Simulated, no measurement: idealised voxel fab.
Process module in this document: voxel capacitor over wiring
Each square cell in cross-section cut measures 5 nm, and the section as a whole is 235 nm wide.
If you're reading a cross-section in this doc, picture square cells in a grid; it comes to you as bands, top ones listed first down to the bottom, and a band can be one or more rows of cells. For a band, the entry starts with two heights in nm, that of the top and then that of the bottom, and carries on with the band's materials in order from left to right, each alongside its width in nm; the word "all across" beside a single material means it fills the band edge to edge, and "blank" means empty space. Beneath 0, the wafer as received is one material, and that level is where height counting begins. The lowest band goes on downward without a bottom; it is written like "from 0 down". The notation "30->40" denotes a width that varies across the rows of cells in the band, beginning at the first number in the top row, finishing at the second number in the bottom row, and changing by an identical amount from each row to the next. You'll sometimes find "identical to before" written for a step, and that's the way of saying that nowhere in the cross-section did a cell change during that step. In the "Closed cavities" entry, you get each enclosed empty space of 8 cells or more, one with no open way to the top, written width x height at distance, distance from the left edge, in nm. What comes after the settings on a step's line is commentary from the simulator itself on that step. "overlay nm", when on a step's line for a step with a mask, measures how far to the right of its planned place the mask lay; a negative measure means to the left.

## These are the steps we planned for the process
- 1: op RECEIVE | material Si
- 2: op CONFORMAL_DEP | material SiO2 | thk nm 15
- 3: op CONFORMAL_DEP | material SiN | thk nm 5
- 4: op DIRECTIONAL_DEP | material SiO2 | thk nm 15
- 5: op DIRECTIONAL_DEP | material aC | thk nm 10
- 6: op PATTERN | tone open | mask id METAL_1 | material resist | width nm 25 | pitch nm 90 | thk nm 30 | overlay nm 0
- 7: op DIRECTIONAL_ETCH | etch materials aC | depth nm 10
- 8: op STRIP | etch materials resist
- 9: op DIRECTIONAL_ETCH | etch materials SiO2 | depth nm 15
- 10: op DIRECTIONAL_ETCH | etch materials SiN | depth nm 5
- 11: op STRIP | etch materials aC
- 12: op CONFORMAL_DEP | material TiN | thk nm 5
- 13: op FILL_DEP | material Cu | thk nm 5
- 14: op CMP | height nm 35
- 15: op EPI | material Ru | thk nm 5
- 16: op FILL_DEP | material SiCN | thk nm 5
- 17: op DIRECTIONAL_DEP | material lowk | thk nm 15
- 18: op DIRECTIONAL_DEP | material aC | thk nm 10
- 19: op PATTERN | tone open | mask id PLUG_1 | material resist | width nm 15 | thk nm 30 | overlay nm 0
- 20: op DIRECTIONAL_ETCH | etch materials aC | depth nm 10
- 21: op STRIP | etch materials resist
- 22: op DIRECTIONAL_ETCH | etch materials lowk | depth nm 15
- 23: op DIRECTIONAL_ETCH | etch materials SiCN | depth nm 5
- 24: op STRIP | etch materials aC
- 25: op EPI | material Ru | thk nm 10
- 26: op EPI | material Ru | thk nm 10
- 27: op DIRECTIONAL_DEP | material TiN | thk nm 5
- 28: op DIRECTIONAL_DEP | material Al2O3 | thk nm 5
- 29: op DIRECTIONAL_DEP | material TiN | thk nm 10
- 30: op MASKED_ETCH | tone cover | mask id UPPER_PLATE | width nm 70 | etch materials TiN | depth nm 10 | overlay nm 0
- 31: op MASKED_ETCH | tone cover | mask id UPPER_PLATE | width nm 70 | etch materials Al2O3 | depth nm 5 | overlay nm 0
- 32: op DIRECTIONAL_DEP | material aC | thk nm 15
- 33: op PATTERN | tone cover | mask id LOWER_PLATE | material resist | width nm 80 | thk nm 35 | overlay nm 0
- 34: op DIRECTIONAL_ETCH | etch materials aC | depth nm 15
- 35: op STRIP | etch materials resist
- 36: op DIRECTIONAL_ETCH | etch materials TiN | depth nm 5
- 37: op STRIP | etch materials aC
- 38: op FILL_DEP | material SiO2 | thk nm 15
- 39: op CMP | height nm 90
- 40: op DIRECTIONAL_DEP | material aC | thk nm 15
- 41: op PATTERN | tone open | mask id PLUG_2 | material resist | width nm 15 | thk nm 35 | overlay nm 0
- 42: op DIRECTIONAL_ETCH | etch materials aC | depth nm 15
- 43: op STRIP | etch materials resist
- 44: op DIRECTIONAL_ETCH | etch materials SiO2 | depth nm 10
- 45: op STRIP | etch materials aC
- 46: op CONFORMAL_DEP | material TiN | thk nm 5
- 47: op FILL_DEP | material Ru | thk nm 5
- 48: op CMP | height nm 90
- 49: op CONFORMAL_DEP | material SiCN | thk nm 5

## Received-state cross-section, reflecting completion of step 1
> from 0 down: Si all across
> Closed cavities: none

## Wafer cross-section at module end: first of two, run to plan
> from 95 to 90: SiCN all across
> from 90 to 85: SiO2 80 nm  TiN 5 nm  Ru 5 nm  TiN 5 nm  SiO2 140 nm
> from 85 to 80: SiO2 80 nm  TiN 15 nm  SiO2 140 nm
> from 80 to 70: SiO2 70 nm  TiN 70 nm  SiO2 95 nm
> from 70 to 65: SiO2 70 nm  Al2O3 70 nm  SiO2 95 nm
> from 65 to 60: SiO2 65 nm  TiN 80 nm  SiO2 90 nm
> from 60 to 45: lowk 70 nm  Ru 15 nm  lowk 150 nm
> from 45 to 40: SiCN 70 nm  Ru 15 nm  SiCN 150 nm
> from 40 to 35: SiCN 55 nm  Ru 35 nm  SiCN 55 nm  Ru 35 nm  SiCN 55 nm
> from 35 to 20: SiO2 60 nm  TiN 5 nm  Cu 15 nm  TiN 5 nm  SiO2 65 nm  TiN 5 nm  Cu 15 nm  TiN 5 nm  SiO2 60 nm
> from 20 to 15: SiN 60 nm  TiN 25 nm  SiN 65 nm  TiN 25 nm  SiN 60 nm
> from 15 to 0: SiO2 all across
> from 0 down: Si all across
> Closed cavities: none

## End of module, second wafer, cross-section. Started like the first, planned like the first, run with one mistake
> from 95 to 90: SiCN all across
> from 90 to 80: SiO2 80 nm  TiN 60 nm  SiO2 95 nm
> from 80 to 75: SiO2 85 nm  Al2O3 55 nm  SiO2 95 nm
> from 75 to 70: SiO2 65 nm  TiN 5 nm  SiO2 15 nm  TiN 60 nm  SiO2 90 nm
> from 70 to 60: lowk 70 nm  TiN 15 nm  lowk 150 nm
> from 60 to 55: lowk 70 nm  Al2O3 15 nm  lowk 150 nm
> from 55 to 50: SiCN 70 nm  TiN 15 nm  SiCN 150 nm
> from 50 to 40: SiCN all across
> from 40 to 35: SiCN 55 nm  Ru 35 nm  SiCN 55 nm  Ru 35 nm  SiCN 55 nm
> from 35 to 20: SiO2 60 nm  TiN 5 nm  Cu 15 nm  TiN 5 nm  SiO2 65 nm  TiN 5 nm  Cu 15 nm  TiN 5 nm  SiO2 60 nm
> from 20 to 15: SiN 60 nm  TiN 25 nm  SiN 65 nm  TiN 25 nm  SiN 60 nm
> from 15 to 0: SiO2 all across
> from 0 down: Si all across
> Closed cavities: none
The mistake made against the process plan was this: step 16 went in with a setting other than planned; the actual run was op FILL_DEP | material SiCN | thk nm 15
at the end the second wafer has, in cells: Ru -13 | SiCN +94 | SiO2 -78 | TiN -3
